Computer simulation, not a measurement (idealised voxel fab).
process module | voxel transistor to metal
cross-section cut | 265 nm wide | cells 5 nm
A cross-section is a grid of square cells, given in bands from the top down. A band is one or more rows of cells.
Each band's line starts with the height of the band's top and of its bottom, in nm. Then come its materials from left to right, each with its width in nm. One material with "throughout" fills the band from edge to edge. "air" is empty space.
Height 0 is the level under which the wafer as received is all one material. The lowest band goes on downwards, as in "0 down".
A width such as "30 to 40" changes by the same amount from each row of cells to the next, from the band's top row to its bottom row.
"no change" after a step means that no cell of the cross-section changed.
closed voids: empty space of 8 cells or more with no open way to the top, each as width x height at its distance from the left edge, in nm
after a step's settings: what the simulator itself notes on the step
overlay nm, on a step with a mask: how far to the right of its planned place the mask lay; to the left if negative
Each pair below shows a cross-section before one step and the cross-section after it, down to the lowest band that changed. The line under each pair gives the step between them, with its settings. The pairs can come from different runs of this module on the same starting wafer, so a pair continues from the pair above only where its "before" says so.
before
  0 down: Si throughout
  closed voids: none
after
  5 to 0: SiO2 throughout
  below 0: unchanged
  closed voids: none
the step between: op CONFORMAL_DEP | material SiO2 | thk nm 5
before: the cross-section after the pair above
after
  15 to 5: SiN throughout
  below 5: unchanged
  closed voids: none
the step between: op CONFORMAL_DEP | material SiN | thk nm 10
before: the cross-section after the pair above
after
  30 to 15: air 15 | resist 105 | air 20 | resist 105 | air 20
  below 15: unchanged
  closed voids: none
the step between: op PATTERN | tone cover | mask id ACTIVE | material resist | width nm 105 | pitch nm 125 | thk nm 15 | overlay nm 0
before: the cross-section after the pair above
after
  30 to 15: air 15 | resist 105 | air 20 | resist 105 | air 20
  15 to 5: air 15 | SiN 105 | air 20 | SiN 105 | air 20
  below 5: unchanged
  closed voids: none
the step between: op DIRECTIONAL_ETCH | etch materials SiN | depth nm 10
before: the cross-section after the pair above
after
  30 to 15: air 15 | resist 105 | air 20 | resist 105 | air 20
  15 to 5: air 15 | SiN 105 | air 20 | SiN 105 | air 20
  5 to 0: air 15 | SiO2 105 | air 20 | SiO2 105 | air 20
  below 0: unchanged
  closed voids: none
the step between: op DIRECTIONAL_ETCH | etch materials SiO2 | depth nm 5
before: the cross-section after the pair above
after
  30 to 15: air 15 | resist 105 | air 20 | resist 105 | air 20
  15 to 5: air 15 | SiN 105 | air 20 | SiN 105 | air 20
  5 to 0: air 15 | SiO2 105 | air 20 | SiO2 105 | air 20
  0 to -35: air 15 | Si 105 | air 20 | Si 105 | air 20
  below -35: unchanged
  closed voids: none
the step between: op DIRECTIONAL_ETCH | etch materials Si | depth nm 35
before: the cross-section after the pair above
after
  15 to 5: air 15 | SiN 105 | air 20 | SiN 105 | air 20
  below 5: unchanged
  closed voids: none
the step between: op STRIP | etch materials resist
before: the cross-section after the pair above
after
  15 to 5: air 15 | SiN 105 | air 20 | SiN 105 | air 20
  5 to 0: air 15 | SiO2 105 | air 20 | SiO2 105 | air 20
  0 to -35: air 15 | SiO2 5 | Si 95 | SiO2 5 | air 20 | SiO2 5 | Si 95 | SiO2 5 | air 20
  -35 to -40: SiO2 20 | Si 95 | SiO2 30 | Si 95 | SiO2 25
  below -40: unchanged
  closed voids: none
the step between: op OXIDIZE | depth nm 5
before: the cross-section after the pair above
after
  30 to 15: SiO2 throughout
  15 to 5: SiO2 15 | SiN 105 | SiO2 20 | SiN 105 | SiO2 20
  5 to 0: SiO2 throughout
  0 to -40: SiO2 20 | Si 95 | SiO2 30 | Si 95 | SiO2 25
  below -40: unchanged
  closed voids: none
the step between: op FILL_DEP | material SiO2 | thk nm 15
before: the cross-section after the pair above
after
  15 to 5: SiO2 15 | SiN 105 | SiO2 20 | SiN 105 | SiO2 20
  below 5: unchanged
  closed voids: none
the step between: op CMP | height nm 15
before: the cross-section after the pair above
after
  15 to 10: air 15 | SiN 105 | air 20 | SiN 105 | air 20
  below 10: unchanged
  closed voids: none
the step between: op SELECTIVE_ETCH | etch materials SiO2 | depth nm 5
before: the cross-section after the pair above
after
  10 to 5: SiO2 15 | air 105 | SiO2 20 | air 105 | SiO2 20
  below 5: unchanged
  closed voids: none
the step between: op STRIP | etch materials SiN
before: the cross-section after the pair above
after
  5 to 0: SiO2 10 | air 115 | SiO2 10 | air 115 | SiO2 15
  below 0: unchanged
  closed voids: none
the step between: op SELECTIVE_ETCH | etch materials SiO2 | depth nm 5
before: the cross-section after the pair above
after
  5 to 0: SiO2 10 | air 115 | SiO2 10 | air 115 | SiO2 15
  0 to -5: SiO2 throughout
  below -5: unchanged
  closed voids: none
the step between: op OXIDIZE | depth nm 5
before: the cross-section after the pair above
after
  25 to 20: polySi 10 | air 115 | polySi 10 | air 115 | polySi 15
  20 to 5: polySi throughout
  5 to 0: SiO2 10 | polySi 115 | SiO2 10 | polySi 115 | SiO2 15
  below 0: unchanged
  closed voids: none
the step between: op DIRECTIONAL_DEP | material polySi | thk nm 20
before: the cross-section after the pair above
after
  40 to 35: SiCN 10 | air 115 | SiCN 10 | air 115 | SiCN 15
  35 to 25: SiCN throughout
  25 to 20: polySi 10 | SiCN 115 | polySi 10 | SiCN 115 | polySi 15
  below 20: unchanged
  closed voids: none
the step between: op DIRECTIONAL_DEP | material SiCN | thk nm 15
before: the cross-section after the pair above
after
  60 to 40: air 55 | resist 25 | air 100 | resist 25 | air 60
  40 to 35: SiCN 10 | air 45 | resist 25 | air 45 | SiCN 10 | air 45 | resist 25 | air 45 | SiCN 15
  below 35: unchanged
  closed voids: none
the step between: op PATTERN | tone cover | mask id GATE | material resist | width nm 25 | pitch nm 125 | thk nm 20 | overlay nm 0
before: the cross-section after the pair above
after
  60 to 35: air 55 | resist 25 | air 100 | resist 25 | air 60
  35 to 25: air 55 | SiCN 25 | air 100 | SiCN 25 | air 60
  25 to 20: polySi 10 | air 45 | SiCN 25 | air 45 | polySi 10 | air 45 | SiCN 25 | air 45 | polySi 15
  below 20: unchanged
  closed voids: none
the step between: op DIRECTIONAL_ETCH | etch materials SiCN | depth nm 25
before: the cross-section after the pair above
after
  60 to 35: air 55 | resist 25 | air 100 | resist 25 | air 60
  35 to 20: air 55 | SiCN 25 | air 100 | SiCN 25 | air 60
  20 to 5: air 55 | polySi 25 | air 100 | polySi 25 | air 60
  5 to 0: SiO2 10 | air 45 | polySi 25 | air 45 | SiO2 10 | air 45 | polySi 25 | air 45 | SiO2 15
  below 0: unchanged
  closed voids: none
the step between: op DIRECTIONAL_ETCH | etch materials polySi | depth nm 30
before: the cross-section after the pair above
after
  35 to 20: air 55 | SiCN 25 | air 100 | SiCN 25 | air 60
  below 20: unchanged
  closed voids: none
the step between: op STRIP | etch materials resist
before: the cross-section after the pair above
after
  40 to 35: air 50 | SiO2 35 | air 90 | SiO2 35 | air 55
  35 to 20: air 50 | SiO2 5 | SiCN 25 | SiO2 5 | air 90 | SiO2 5 | SiCN 25 | SiO2 5 | air 55
  20 to 10: air 50 | SiO2 5 | polySi 25 | SiO2 5 | air 90 | SiO2 5 | polySi 25 | SiO2 5 | air 55
  10 to 5: SiO2 15 | air 35 | SiO2 5 | polySi 25 | SiO2 5 | air 35 | SiO2 20 | air 35 | SiO2 5 | polySi 25 | SiO2 5 | air 35 | SiO2 20
  5 to 0: SiO2 55 | polySi 25 | SiO2 100 | polySi 25 | SiO2 60
  below 0: unchanged
  closed voids: none
the step between: op CONFORMAL_DEP | material SiO2 | thk nm 5
before: the cross-section after the pair above
after
  35 to 20: air 50 | SiO2 5 | SiCN 25 | SiO2 5 | air 90 | SiO2 5 | SiCN 25 | SiO2 5 | air 55
  20 to 5: air 50 | SiO2 5 | polySi 25 | SiO2 5 | air 90 | SiO2 5 | polySi 25 | SiO2 5 | air 55
  5 to 0: SiO2 15 | air 35 | SiO2 5 | polySi 25 | SiO2 5 | air 35 | SiO2 20 | air 35 | SiO2 5 | polySi 25 | SiO2 5 | air 35 | SiO2 20
  below 0: unchanged
  closed voids: none
the step between: op DIRECTIONAL_ETCH | etch materials SiO2 | depth nm 5
before: the cross-section after the pair above
after
  40 to 35: air 45 | SiN 45 | air 80 | SiN 45 | air 50
  35 to 20: air 45 | SiN 5 | SiO2 5 | SiCN 25 | SiO2 5 | SiN 5 | air 80 | SiN 5 | SiO2 5 | SiCN 25 | SiO2 5 | SiN 5 | air 50
  20 to 10: air 45 | SiN 5 | SiO2 5 | polySi 25 | SiO2 5 | SiN 5 | air 80 | SiN 5 | SiO2 5 | polySi 25 | SiO2 5 | SiN 5 | air 50
  10 to 5: SiN 20 | air 25 | SiN 5 | SiO2 5 | polySi 25 | SiO2 5 | SiN 5 | air 25 | SiN 30 | air 25 | SiN 5 | SiO2 5 | polySi 25 | SiO2 5 | SiN 5 | air 25 | SiN 25
  5 to 0: SiO2 15 | SiN 35 | SiO2 5 | polySi 25 | SiO2 5 | SiN 35 | SiO2 20 | SiN 35 | SiO2 5 | polySi 25 | SiO2 5 | SiN 35 | SiO2 20
  below 0: unchanged
  closed voids: none
the step between: op CONFORMAL_DEP | material SiN | thk nm 5
before: the cross-section after the pair above
after
  35 to 20: air 45 | SiN 5 | SiO2 5 | SiCN 25 | SiO2 5 | SiN 5 | air 80 | SiN 5 | SiO2 5 | SiCN 25 | SiO2 5 | SiN 5 | air 50
  20 to 5: air 45 | SiN 5 | SiO2 5 | polySi 25 | SiO2 5 | SiN 5 | air 80 | SiN 5 | SiO2 5 | polySi 25 | SiO2 5 | SiN 5 | air 50
  5 to 0: SiO2 15 | SiN 5 | air 25 | SiN 5 | SiO2 5 | polySi 25 | SiO2 5 | SiN 5 | air 25 | SiN 5 | SiO2 20 | SiN 5 | air 25 | SiN 5 | SiO2 5 | polySi 25 | SiO2 5 | SiN 5 | air 25 | SiN 5 | SiO2 20
  below 0: unchanged
  closed voids: none
the step between: op DIRECTIONAL_ETCH | etch materials SiN | depth nm 5
before: the cross-section after the pair above
after
  35 to 30: air 45 | SiN 5 | air 5 | SiCN 25 | air 5 | SiN 5 | air 80 | SiN 5 | air 5 | SiCN 25 | air 5 | SiN 5 | air 50
  30 to 20: air 45 | SiN 5 | SiO2 5 | SiCN 25 | SiO2 5 | SiN 5 | air 80 | SiN 5 | SiO2 5 | SiCN 25 | SiO2 5 | SiN 5 | air 50
  20 to 5: air 45 | SiN 5 | SiO2 5 | polySi 25 | SiO2 5 | SiN 5 | air 80 | SiN 5 | SiO2 5 | polySi 25 | SiO2 5 | SiN 5 | air 50
  5 to 0: air 15 | SiN 5 | air 25 | SiN 5 | SiO2 5 | polySi 25 | SiO2 5 | SiN 5 | air 25 | SiN 5 | air 20 | SiN 5 | air 25 | SiN 5 | SiO2 5 | polySi 25 | SiO2 5 | SiN 5 | air 25 | SiN 5 | air 20
  0 to -5: SiO2 20 | air 25 | SiO2 45 | air 25 | SiO2 30 | air 25 | SiO2 45 | air 25 | SiO2 25
  below -5: unchanged
  closed voids: none
the step between: op DIRECTIONAL_ETCH | etch materials SiO2 | depth nm 5
before: the cross-section after the pair above
after
  35 to 30: air 45 | SiN 5 | air 5 | SiCN 25 | air 5 | SiN 5 | air 80 | SiN 5 | air 5 | SiCN 25 | air 5 | SiN 5 | air 50
  30 to 20: air 45 | SiN 5 | SiO2 5 | SiCN 25 | SiO2 5 | SiN 5 | air 80 | SiN 5 | SiO2 5 | SiCN 25 | SiO2 5 | SiN 5 | air 50
  20 to 5: air 45 | SiN 5 | SiO2 5 | polySi 25 | SiO2 5 | SiN 5 | air 80 | SiN 5 | SiO2 5 | polySi 25 | SiO2 5 | SiN 5 | air 50
  5 to 0: air 15 | SiN 5 | air 25 | SiN 5 | SiO2 5 | polySi 25 | SiO2 5 | SiN 5 | air 25 | SiN 5 | air 20 | SiN 5 | air 25 | SiN 5 | SiO2 5 | polySi 25 | SiO2 5 | SiN 5 | air 25 | SiN 5 | air 20
  0 to -5: SiO2 20 | air 25 | SiO2 45 | air 25 | SiO2 30 | air 25 | SiO2 45 | air 25 | SiO2 25
  -5 to -20: SiO2 20 | air 25 | Si 45 | air 25 | SiO2 30 | air 25 | Si 45 | air 25 | SiO2 25
  below -20: unchanged
  closed voids: none
the step between: op DIRECTIONAL_ETCH | etch materials Si | depth nm 15
before: the cross-section after the pair above
after
  35 to 30: air 45 | SiN 5 | air 5 | SiCN 25 | air 5 | SiN 5 | air 80 | SiN 5 | air 5 | SiCN 25 | air 5 | SiN 5 | air 50
  30 to 20: air 45 | SiN 5 | SiO2 5 | SiCN 25 | SiO2 5 | SiN 5 | air 80 | SiN 5 | SiO2 5 | SiCN 25 | SiO2 5 | SiN 5 | air 50
  20 to 15: air 45 | SiN 5 | SiO2 5 | polySi 25 | SiO2 5 | SiN 5 | air 80 | SiN 5 | SiO2 5 | polySi 25 | SiO2 5 | SiN 5 | air 50
  15 to 5: air 25 | pSi 20 | SiN 5 | SiO2 5 | polySi 25 | SiO2 5 | SiN 5 | pSi 20 | air 40 | pSi 20 | SiN 5 | SiO2 5 | polySi 25 | SiO2 5 | SiN 5 | pSi 20 | air 30
  5 to 0: air 15 | SiN 5 | air 5 | pSi 20 | SiN 5 | SiO2 5 | polySi 25 | SiO2 5 | SiN 5 | pSi 20 | air 5 | SiN 5 | air 20 | SiN 5 | air 5 | pSi 20 | SiN 5 | SiO2 5 | polySi 25 | SiO2 5 | SiN 5 | pSi 20 | air 5 | SiN 5 | air 20
  0 to -5: SiO2 20 | pSi 25 | SiO2 45 | pSi 25 | SiO2 30 | pSi 25 | SiO2 45 | pSi 25 | SiO2 25
  -5 to -20: SiO2 20 | pSi 25 | Si 45 | pSi 25 | SiO2 30 | pSi 25 | Si 45 | pSi 25 | SiO2 25
  below -20: unchanged
  closed voids: none
the step between: op EPI | material pSi | thk nm 20
before: the cross-section after the pair above
after
  40 to 35: SiO2 throughout
  35 to 20: SiO2 45 | SiN 5 | SiO2 5 | SiCN 25 | SiO2 5 | SiN 5 | SiO2 80 | SiN 5 | SiO2 5 | SiCN 25 | SiO2 5 | SiN 5 | SiO2 50
  20 to 15: SiO2 45 | SiN 5 | SiO2 5 | polySi 25 | SiO2 5 | SiN 5 | SiO2 80 | SiN 5 | SiO2 5 | polySi 25 | SiO2 5 | SiN 5 | SiO2 50
  15 to 5: SiO2 25 | pSi 20 | SiN 5 | SiO2 5 | polySi 25 | SiO2 5 | SiN 5 | pSi 20 | SiO2 40 | pSi 20 | SiN 5 | SiO2 5 | polySi 25 | SiO2 5 | SiN 5 | pSi 20 | SiO2 30
  5 to 0: SiO2 15 | SiN 5 | SiO2 5 | pSi 20 | SiN 5 | SiO2 5 | polySi 25 | SiO2 5 | SiN 5 | pSi 20 | SiO2 5 | SiN 5 | SiO2 20 | SiN 5 | SiO2 5 | pSi 20 | SiN 5 | SiO2 5 | polySi 25 | SiO2 5 | SiN 5 | pSi 20 | SiO2 5 | SiN 5 | SiO2 20
  below 0: unchanged
  closed voids: none
the step between: op FILL_DEP | material SiO2 | thk nm 5
before: the cross-section after the pair above
after
  35 to 20: SiO2 45 | SiN 5 | SiO2 5 | SiCN 25 | SiO2 5 | SiN 5 | SiO2 80 | SiN 5 | SiO2 5 | SiCN 25 | SiO2 5 | SiN 5 | SiO2 50
  below 20: unchanged
  closed voids: none
the step between: op CMP | height nm 35
before: the cross-section after the pair above
after
  50 to 35: SiO2 throughout
  below 35: unchanged
  closed voids: none
the step between: op DIRECTIONAL_DEP | material SiO2 | thk nm 15
before: the cross-section after the pair above
after
  50 to 35: SiO2 20 | air 30 | SiO2 35 | air 30 | SiO2 30 | air 30 | SiO2 35 | air 30 | SiO2 25
  35 to 20: SiO2 20 | air 25 | SiN 5 | SiO2 5 | SiCN 25 | SiO2 5 | SiN 5 | air 25 | SiO2 30 | air 25 | SiN 5 | SiO2 5 | SiCN 25 | SiO2 5 | SiN 5 | air 25 | SiO2 25
  20 to 15: SiO2 20 | air 25 | SiN 5 | SiO2 5 | polySi 25 | SiO2 5 | SiN 5 | air 25 | SiO2 30 | air 25 | SiN 5 | SiO2 5 | polySi 25 | SiO2 5 | SiN 5 | air 25 | SiO2 25
  15 to 5: SiO2 20 | air 5 | pSi 20 | SiN 5 | SiO2 5 | polySi 25 | SiO2 5 | SiN 5 | pSi 20 | air 5 | SiO2 30 | air 5 | pSi 20 | SiN 5 | SiO2 5 | polySi 25 | SiO2 5 | SiN 5 | pSi 20 | air 5 | SiO2 25
  5 to 0: SiO2 15 | SiN 5 | air 5 | pSi 20 | SiN 5 | SiO2 5 | polySi 25 | SiO2 5 | SiN 5 | pSi 20 | air 5 | SiN 5 | SiO2 20 | SiN 5 | air 5 | pSi 20 | SiN 5 | SiO2 5 | polySi 25 | SiO2 5 | SiN 5 | pSi 20 | air 5 | SiN 5 | SiO2 20
  below 0: unchanged
  closed voids: none
the step between: op MASKED_ETCH | tone open | mask id CONTACT | width nm 30 | etch materials SiO2 | depth nm 50 | overlay nm 0
before: the cross-section after the pair above
after
  55 to 50: TiN 25 | air 20 | TiN 45 | air 20 | TiN 40 | air 20 | TiN 45 | air 20 | TiN 30
  50 to 40: SiO2 20 | TiN 5 | air 20 | TiN 5 | SiO2 35 | TiN 5 | air 20 | TiN 5 | SiO2 30 | TiN 5 | air 20 | TiN 5 | SiO2 35 | TiN 5 | air 20 | TiN 5 | SiO2 25
  40 to 35: SiO2 20 | TiN 5 | air 15 | TiN 10 | SiO2 35 | TiN 10 | air 15 | TiN 5 | SiO2 30 | TiN 5 | air 15 | TiN 10 | SiO2 35 | TiN 10 | air 15 | TiN 5 | SiO2 25
  35 to 20: SiO2 20 | TiN 5 | air 15 | TiN 5 | SiN 5 | SiO2 5 | SiCN 25 | SiO2 5 | SiN 5 | TiN 5 | air 15 | TiN 5 | SiO2 30 | TiN 5 | air 15 | TiN 5 | SiN 5 | SiO2 5 | SiCN 25 | SiO2 5 | SiN 5 | TiN 5 | air 15 | TiN 5 | SiO2 25
  20 to 15: SiO2 20 | TiN 25 | SiN 5 | SiO2 5 | polySi 25 | SiO2 5 | SiN 5 | TiN 25 | SiO2 30 | TiN 25 | SiN 5 | SiO2 5 | polySi 25 | SiO2 5 | SiN 5 | TiN 25 | SiO2 25
  15 to 5: SiO2 20 | TiN 5 | pSi 20 | SiN 5 | SiO2 5 | polySi 25 | SiO2 5 | SiN 5 | pSi 20 | TiN 5 | SiO2 30 | TiN 5 | pSi 20 | SiN 5 | SiO2 5 | polySi 25 | SiO2 5 | SiN 5 | pSi 20 | TiN 5 | SiO2 25
  5 to 0: SiO2 15 | SiN 5 | TiN 5 | pSi 20 | SiN 5 | SiO2 5 | polySi 25 | SiO2 5 | SiN 5 | pSi 20 | TiN 5 | SiN 5 | SiO2 20 | SiN 5 | TiN 5 | pSi 20 | SiN 5 | SiO2 5 | polySi 25 | SiO2 5 | SiN 5 | pSi 20 | TiN 5 | SiN 5 | SiO2 20
  below 0: unchanged
  closed voids: none
the step between: op CONFORMAL_DEP | material TiN | thk nm 5
before: the cross-section after the pair above
after
  60 to 55: W throughout
  55 to 50: TiN 25 | W 20 | TiN 45 | W 20 | TiN 40 | W 20 | TiN 45 | W 20 | TiN 30
  50 to 40: SiO2 20 | TiN 5 | W 20 | TiN 5 | SiO2 35 | TiN 5 | W 20 | TiN 5 | SiO2 30 | TiN 5 | W 20 | TiN 5 | SiO2 35 | TiN 5 | W 20 | TiN 5 | SiO2 25
  40 to 35: SiO2 20 | TiN 5 | W 15 | TiN 10 | SiO2 35 | TiN 10 | W 15 | TiN 5 | SiO2 30 | TiN 5 | W 15 | TiN 10 | SiO2 35 | TiN 10 | W 15 | TiN 5 | SiO2 25
  35 to 20: SiO2 20 | TiN 5 | W 15 | TiN 5 | SiN 5 | SiO2 5 | SiCN 25 | SiO2 5 | SiN 5 | TiN 5 | W 15 | TiN 5 | SiO2 30 | TiN 5 | W 15 | TiN 5 | SiN 5 | SiO2 5 | SiCN 25 | SiO2 5 | SiN 5 | TiN 5 | W 15 | TiN 5 | SiO2 25
  below 20: unchanged
  closed voids: none
the step between: op FILL_DEP | material W | thk nm 5
before: the cross-section after the pair above
after
  50 to 40: SiO2 20 | TiN 5 | W 20 | TiN 5 | SiO2 35 | TiN 5 | W 20 | TiN 5 | SiO2 30 | TiN 5 | W 20 | TiN 5 | SiO2 35 | TiN 5 | W 20 | TiN 5 | SiO2 25
  below 40: unchanged
  closed voids: none
the step between: op CMP | height nm 50
before: the cross-section after the pair above
after
  55 to 50: SiCN throughout
  below 50: unchanged
  closed voids: none
the step between: op CONFORMAL_DEP | material SiCN | thk nm 5
before: the cross-section after the pair above
after
  75 to 55: lowk throughout
  below 55: unchanged
  closed voids: none
the step between: op DIRECTIONAL_DEP | material lowk | thk nm 20
before: the cross-section after the pair above
after
  75 to 55: lowk 20 | air 20 | lowk 55 | air 20 | lowk 30 | air 20 | lowk 55 | air 20 | lowk 25
  below 55: unchanged
  closed voids: none
the step between: op MASKED_ETCH | tone open | mask id METAL_1 | width nm 20 | etch materials lowk | depth nm 20 | overlay nm 0
before: the cross-section after the pair above
after
  75 to 55: lowk 20 | air 20 | lowk 55 | air 20 | lowk 30 | air 20 | lowk 55 | air 20 | lowk 25
  55 to 50: SiCN 20 | air 20 | SiCN 55 | air 20 | SiCN 30 | air 20 | SiCN 55 | air 20 | SiCN 25
  below 50: unchanged
  closed voids: none
the step between: op MASKED_ETCH | tone open | mask id METAL_1 | width nm 20 | etch materials SiCN | depth nm 5 | overlay nm 0
before: the cross-section after the pair above
after
  80 to 75: TiN 25 | air 10 | TiN 65 | air 10 | TiN 40 | air 10 | TiN 65 | air 10 | TiN 30
  75 to 55: lowk 20 | TiN 5 | air 10 | TiN 5 | lowk 55 | TiN 5 | air 10 | TiN 5 | lowk 30 | TiN 5 | air 10 | TiN 5 | lowk 55 | TiN 5 | air 10 | TiN 5 | lowk 25
  55 to 50: SiCN 20 | TiN 20 | SiCN 55 | TiN 20 | SiCN 30 | TiN 20 | SiCN 55 | TiN 20 | SiCN 25
  below 50: unchanged
  closed voids: none
the step between: op CONFORMAL_DEP | material TiN | thk nm 5
before: the cross-section after the pair above
after
  85 to 80: Cu throughout
  80 to 75: TiN 25 | Cu 10 | TiN 65 | Cu 10 | TiN 40 | Cu 10 | TiN 65 | Cu 10 | TiN 30
  75 to 55: lowk 20 | TiN 5 | Cu 10 | TiN 5 | lowk 55 | TiN 5 | Cu 10 | TiN 5 | lowk 30 | TiN 5 | Cu 10 | TiN 5 | lowk 55 | TiN 5 | Cu 10 | TiN 5 | lowk 25
  below 55: unchanged
  closed voids: none
the step between: op FILL_DEP | material Cu | thk nm 5
before: the cross-section after the pair above
after
  75 to 55: lowk 20 | TiN 5 | Cu 10 | TiN 5 | lowk 55 | TiN 5 | Cu 10 | TiN 5 | lowk 30 | TiN 5 | Cu 10 | TiN 5 | lowk 55 | TiN 5 | Cu 10 | TiN 5 | lowk 25
  below 55: unchanged
  closed voids: none
the step between: op CMP | height nm 75
before: the cross-section after the pair above
after
  80 to 75: SiCN throughout
  below 75: unchanged
  closed voids: none
the step between: op CONFORMAL_DEP | material SiCN | thk nm 5
before: the cross-section after the pair above
after
  115 to 80: lowk throughout
  below 80: unchanged
  closed voids: none
the step between: op DIRECTIONAL_DEP | material lowk | thk nm 35
before: the cross-section after the pair above
after
  130 to 115: resist 20 | air 15 | resist 110 | air 15 | resist 105
  below 115: unchanged
  closed voids: none
the step between: op PATTERN | tone open | mask id METAL_2_HOLES | material resist | width nm 15 | pitch nm 125 | thk nm 15 | overlay nm 0
before: the cross-section after the pair above
after
  130 to 115: resist 20 | air 15 | resist 110 | air 15 | resist 105
  115 to 80: lowk 20 | air 15 | lowk 110 | air 15 | lowk 105
  below 80: unchanged
  closed voids: none
the step between: op DIRECTIONAL_ETCH | etch materials lowk | depth nm 35
before: the cross-section after the pair above
after
  115 to 80: lowk 20 | air 15 | lowk 110 | air 15 | lowk 105
  below 80: unchanged
  closed voids: none
the step between: op STRIP | etch materials resist
before: the cross-section after the pair above
after
  125 to 115: aC 20 | air 15 | aC 110 | air 15 | aC 105
  115 to 90: lowk 20 | air 15 | lowk 110 | air 15 | lowk 105
  90 to 80: lowk 20 | aC 15 | lowk 110 | aC 15 | lowk 105
  below 80: unchanged
  closed voids: none
the step between: op DIRECTIONAL_DEP | material aC | thk nm 10
before: the cross-section after the pair above
after
  150 to 125: resist 20 | air 20 | resist 105 | air 20 | resist 100
  below 125: unchanged
  closed voids: none
the step between: op PATTERN | tone open | mask id METAL_2 | material resist | width nm 20 | pitch nm 125 | thk nm 25 | overlay nm 0
before: the cross-section after the pair above
after
  140 to 125: resist 20 | air 20 | resist 105 | air 20 | resist 100
  125 to 115: aC 20 | air 20 | aC 105 | air 20 | aC 100
  115 to 80: lowk 20 | air 15 | lowk 110 | air 15 | lowk 105
  below 80: unchanged
  closed voids: none
the step between: op DIRECTIONAL_ETCH | etch materials aC | depth nm 10
before: the cross-section after the pair above
after
  125 to 115: aC 20 | air 20 | aC 105 | air 20 | aC 100
  below 115: unchanged
  closed voids: none
the step between: op STRIP | etch materials resist
before: the cross-section after the pair above
after
  125 to 115: aC 20 | air 20 | aC 105 | air 20 | aC 100
  115 to 95: lowk 20 | air 20 | lowk 105 | air 20 | lowk 100
  below 95: unchanged
  closed voids: none
the step between: op DIRECTIONAL_ETCH | etch materials lowk | depth nm 20
before: the cross-section after the pair above
after
  125 to 115: aC 20 | air 20 | aC 105 | air 20 | aC 100
  115 to 95: lowk 20 | air 20 | lowk 105 | air 20 | lowk 100
  95 to 80: lowk 20 | air 15 | lowk 110 | air 15 | lowk 105
  80 to 75: SiCN 20 | air 15 | SiCN 110 | air 15 | SiCN 105
  below 75: unchanged
  closed voids: none
the step between: op DIRECTIONAL_ETCH | etch materials SiCN | depth nm 5
before: the cross-section after the pair above
after
  115 to 95: lowk 20 | air 20 | lowk 105 | air 20 | lowk 100
  below 95: unchanged
  closed voids: none
the step between: op STRIP | etch materials aC
before: the cross-section after the pair above
after
  120 to 115: TiN 25 | air 10 | TiN 115 | air 10 | TiN 105
  115 to 100: lowk 20 | TiN 5 | air 10 | TiN 5 | lowk 105 | TiN 5 | air 10 | TiN 5 | lowk 100
  100 to 95: lowk 20 | TiN 5 | air 5 | TiN 10 | lowk 105 | TiN 5 | air 5 | TiN 10 | lowk 100
  95 to 80: lowk 20 | TiN 5 | air 5 | TiN 5 | lowk 110 | TiN 5 | air 5 | TiN 5 | lowk 105
  80 to 75: SiCN 20 | TiN 15 | SiCN 110 | TiN 15 | SiCN 105
  below 75: unchanged
  closed voids: none
the step between: op CONFORMAL_DEP | material TiN | thk nm 5
before: the cross-section after the pair above
after
  130 to 120: Cu throughout
  120 to 115: TiN 25 | Cu 10 | TiN 115 | Cu 10 | TiN 105
  115 to 100: lowk 20 | TiN 5 | Cu 10 | TiN 5 | lowk 105 | TiN 5 | Cu 10 | TiN 5 | lowk 100
  100 to 95: lowk 20 | TiN 5 | Cu 5 | TiN 10 | lowk 105 | TiN 5 | Cu 5 | TiN 10 | lowk 100
  95 to 80: lowk 20 | TiN 5 | Cu 5 | TiN 5 | lowk 110 | TiN 5 | Cu 5 | TiN 5 | lowk 105
  below 80: unchanged
  closed voids: none
the step between: op FILL_DEP | material Cu | thk nm 10
before: the cross-section after the pair above
after
  115 to 100: lowk 20 | TiN 5 | Cu 10 | TiN 5 | lowk 105 | TiN 5 | Cu 10 | TiN 5 | lowk 100
  below 100: unchanged
  closed voids: none
the step between: op CMP | height nm 115
before: the cross-section after the pair above
after
  120 to 115: SiN throughout
  below 115: unchanged
  closed voids: none
the step between: op CONFORMAL_DEP | material SiN | thk nm 5
before
  35 to 20: air 55 | SiCN 25 | air 100 | SiCN 25 | air 60
  20 to 5: air 55 | polySi 25 | air 100 | polySi 25 | air 60
  5 to 0: SiO2 10 | air 45 | polySi 25 | air 45 | SiO2 10 | air 45 | polySi 25 | air 45 | SiO2 15
  0 to -5: SiO2 throughout
  -5 to -40: SiO2 20 | Si 95 | SiO2 30 | Si 95 | SiO2 25
  -40 down: Si throughout
  closed voids: none
after
  35 to 20: air 55 | SiCN 25 | air 100 | SiCN 25 | air 60
  20 to 0: air 55 | polySi 25 | air 100 | polySi 25 | air 60
  0 to -5: SiO2 10 | air 45 | SiO2 25 | air 45 | SiO2 10 | air 45 | SiO2 25 | air 45 | SiO2 15
  below -5: unchanged
  closed voids: none
the step between: op DIRECTIONAL_ETCH | etch materials SiO2 | depth nm 5
before: the cross-section after the pair above
after
  40 to 35: air 50 | SiN 35 | air 90 | SiN 35 | air 55
  35 to 20: air 50 | SiN 5 | SiCN 25 | SiN 5 | air 90 | SiN 5 | SiCN 25 | SiN 5 | air 55
  20 to 5: air 50 | SiN 5 | polySi 25 | SiN 5 | air 90 | SiN 5 | polySi 25 | SiN 5 | air 55
  5 to 0: SiN 15 | air 35 | SiN 5 | polySi 25 | SiN 5 | air 35 | SiN 20 | air 35 | SiN 5 | polySi 25 | SiN 5 | air 35 | SiN 20
  0 to -5: SiO2 10 | SiN 45 | SiO2 25 | SiN 45 | SiO2 10 | SiN 45 | SiO2 25 | SiN 45 | SiO2 15
  below -5: unchanged
  closed voids: none
the step between: op CONFORMAL_DEP | material SiN | thk nm 5
before: the cross-section after the pair above
after
  35 to 20: air 50 | SiN 5 | SiCN 25 | SiN 5 | air 90 | SiN 5 | SiCN 25 | SiN 5 | air 55
  20 to 0: air 50 | SiN 5 | polySi 25 | SiN 5 | air 90 | SiN 5 | polySi 25 | SiN 5 | air 55
  0 to -5: SiO2 10 | SiN 5 | air 35 | SiN 5 | SiO2 25 | SiN 5 | air 35 | SiN 5 | SiO2 10 | SiN 5 | air 35 | SiN 5 | SiO2 25 | SiN 5 | air 35 | SiN 5 | SiO2 15
  below -5: unchanged
  closed voids: none
the step between: op DIRECTIONAL_ETCH | etch materials SiN | depth nm 5
